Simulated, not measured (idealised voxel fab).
process module | voxel self aligned contacts
cross-section cut | 220 nm wide | cells 5 nm
A cross-section is a grid of square cells, given in bands from the top down. A band is one or more rows of cells.
Each band's line starts with the height of the band's top and of its bottom, in nm. Then come its materials from left to right, each with its width in nm. One material with "throughout" fills the band from edge to edge. "air" is empty space.
Height 0 is the level under which the wafer as received is all one material. The lowest band goes on downwards, as in "0 down".
A width such as "30 to 40" changes by the same amount from each row of cells to the next, from the band's top row to its bottom row.
"no change" after a step means that no cell of the cross-section changed.
closed voids: empty space of 8 cells or more with no open way to the top, each as width x height at its distance from the left edge, in nm
after a step's settings: what the simulator itself notes on the step
overlay nm, on a step with a mask: how far to the right of its planned place the mask lay; to the left if negative
plan
1 op RECEIVE | material Si
2 op CONFORMAL_DEP | material SiO2 | thk nm 5
3 op DIRECTIONAL_DEP | material polySi | thk nm 25
4 op DIRECTIONAL_DEP | material SiN | thk nm 15
5 op PATTERN | tone cover | mask id GATE | material resist | width nm 35 | pitch nm 70 | thk nm 20 | overlay nm 0
6 op DIRECTIONAL_ETCH | etch materials SiN | depth nm 15
7 op DIRECTIONAL_ETCH | etch materials polySi | depth nm 25
8 op STRIP | etch materials resist
9 op CONFORMAL_DEP | material SiN | thk nm 5
10 op DIRECTIONAL_ETCH | etch materials SiN | depth nm 5
11 op FILL_DEP | material SiO2 | thk nm 10
12 op CMP | height nm 50
13 op DIRECTIONAL_DEP | material aC | thk nm 10
14 op PATTERN | tone open | mask id CONTACT | material resist | width nm 55 | pitch nm 70 | thk nm 30 | overlay nm 0
15 op DIRECTIONAL_ETCH | etch materials aC | depth nm 10
16 op STRIP | etch materials resist
17 op DIRECTIONAL_ETCH | etch materials SiO2 | depth nm 40
18 op STRIP | etch materials aC
19 op CONFORMAL_DEP | material TiN | thk nm 5
20 op FILL_DEP | material Ru | thk nm 10
21 op CMP | height nm 50
22 op CONFORMAL_DEP | material SiCN | thk nm 5
varied across the wafers: depth nm of step 17. The plan shows the first wafer's value. All wafers start alike
first wafer as received, after step 1
  0 down: Si throughout
  closed voids: none
first wafer at the end, after step 22
  55 to 50: SiCN throughout
  50 to 45: SiO2 45 | TiN 20 | Ru 15 | TiN 20 | SiO2 15 | TiN 20 | Ru 15 | TiN 20 | SiO2 50
  45 to 30: SiO2 15 | SiN 45 | TiN 5 | Ru 15 | TiN 5 | SiN 45 | TiN 5 | Ru 15 | TiN 5 | SiN 45 | SiO2 20
  30 to 15: SiO2 15 | SiN 5 | polySi 35 | SiN 5 | TiN 5 | Ru 15 | TiN 5 | SiN 5 | polySi 35 | SiN 5 | TiN 5 | Ru 15 | TiN 5 | SiN 5 | polySi 35 | SiN 5 | SiO2 20
  15 to 10: SiO2 15 | SiN 5 | polySi 35 | SiN 5 | TiN 25 | SiN 5 | polySi 35 | SiN 5 | TiN 25 | SiN 5 | polySi 35 | SiN 5 | SiO2 20
  10 to 5: SiO2 15 | SiN 5 | polySi 35 | SiN 5 | SiO2 25 | SiN 5 | polySi 35 | SiN 5 | SiO2 25 | SiN 5 | polySi 35 | SiN 5 | SiO2 20
  5 to 0: SiO2 throughout
  0 down: Si throughout
  closed voids: none
last wafer at the end
  55 to 50: SiCN throughout
  50 to 45: SiO2 45 | TiN 20 | Ru 15 | TiN 20 | SiO2 15 | TiN 20 | Ru 15 | TiN 20 | SiO2 50
  45 to 30: SiO2 15 | SiN 45 | TiN 5 | Ru 15 | TiN 5 | SiN 45 | TiN 5 | Ru 15 | TiN 5 | SiN 45 | SiO2 20
  30 to 5: SiO2 15 | SiN 5 | polySi 35 | SiN 5 | TiN 5 | Ru 15 | TiN 5 | SiN 5 | polySi 35 | SiN 5 | TiN 5 | Ru 15 | TiN 5 | SiN 5 | polySi 35 | SiN 5 | SiO2 20
  5 to 0: SiO2 60 | TiN 25 | SiO2 45 | TiN 25 | SiO2 65
  0 down: Si throughout
  closed voids: none
each wafer at the end: cells of each material gained (+) or lost (-) since it was received, then its closed voids
depth nm 40 | +42 Ru | +44 SiCN | +111 SiN | +132 SiO2 | +50 TiN | +105 polySi | closed voids: none
depth nm 45 | +48 Ru | +44 SiCN | +111 SiN | +122 SiO2 | +54 TiN | +105 polySi | closed voids: none
depth nm 50 | +54 Ru | +44 SiCN | +111 SiN | +112 SiO2 | +58 TiN | +105 polySi | closed voids: none
depth nm 55 | +54 Ru | +44 SiCN | +111 SiN | +112 SiO2 | +58 TiN | +105 polySi | closed voids: none
depth nm 60 | +54 Ru | +44 SiCN | +111 SiN | +112 SiO2 | +58 TiN | +105 polySi | closed voids: none
depth nm 65 | +54 Ru | +44 SiCN | +111 SiN | +112 SiO2 | +58 TiN | +105 polySi | closed voids: none
